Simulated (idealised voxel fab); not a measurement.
This is a process module. Its name is voxel trench capacitor.
The figure presents cross-section cut, which has a width of 245 nm and is divided into square cells with an edge length of 5 nm.
How to read a cross-section here: the picture is a grid of square cells, written as bands going from the top down, and any band can span one or more rows of cells. It is stipulated that each band's entry specify, in nanometres, the height of the top of the band and then that of its bottom, followed by the materials of the band in left-to-right sequence, each together with its width in nanometres. A single material marked by the word "throughout" is understood to fill the band from edge to edge; the word "empty" is understood to denote empty space. Heights from 0 (as-received wafer is one material below). Bottom band endless downward, as "top 0, no bottom". Width "30..40": first value at the band's top row of cells, second value at its bottom row, equal change from row to row. "left unchanged" after a step means that no cell of the cross-section changed. Closed empty spaces (no open way to the top) of 8 cells or more are what "Enclosed cavities" lists, each as width x height at distance from the left edge, nm for all three. Step line, after settings: the simulator's comment on this step. A step's line can hold "overlay nm"; with a mask on that step, the setting says how far right of the planned place the mask lay, while a negative setting says it lay to the left.
## The steps planned for the process are as follows
1 RECEIVE: material Si
2 CONFORMAL_DEP: material SiN, thk nm 5
3 PATTERN: tone open, mask id TRENCH, material resist, width nm 25, pitch nm 50, thk nm 15, overlay nm 0
4 DIRECTIONAL_ETCH: etch materials SiN, depth nm 5
5 DIRECTIONAL_ETCH: etch materials Si, depth nm 40
6 STRIP: etch materials resist
7 CONFORMAL_DEP: material Al2O3, thk nm 5
8 CONFORMAL_DEP: material TiN, thk nm 5
9 FILL_DEP: material W, thk nm 10
10 CMP: height nm 5
## Cross-section: wafer on arrival = after step 1
top 0, no bottom: Si throughout
Enclosed cavities: none
## Same starting wafer, same plan as above, one mistake in the execution; this is the cross-section at the end of the module
top 5, bottom 0: SiN: 75, Al2O3: 5, TiN: 5, W: 5, TiN: 5, Al2O3: 5, SiN: 25, Al2O3: 5, TiN: 5, W: 5, TiN: 5, Al2O3: 5, SiN: 95
top 0, bottom -30: Si: 75, Al2O3: 5, TiN: 5, W: 5, TiN: 5, Al2O3: 5, Si: 25, Al2O3: 5, TiN: 5, W: 5, TiN: 5, Al2O3: 5, Si: 95
top -30, bottom -35: Si: 75, Al2O3: 5, TiN: 15, Al2O3: 5, Si: 25, Al2O3: 5, TiN: 15, Al2O3: 5, Si: 95
top -35, bottom -40: Si: 75, Al2O3: 25, Si: 25, Al2O3: 25, Si: 95
top -40, no bottom: Si throughout
Enclosed cavities: none
The mistake made against the process plan was this: step 3 ran with different settings than intended, the actual operation and settings being PATTERN: tone open, mask id TRENCH, material resist, width nm 25, pitch nm 50, thk nm 15, overlay nm -10
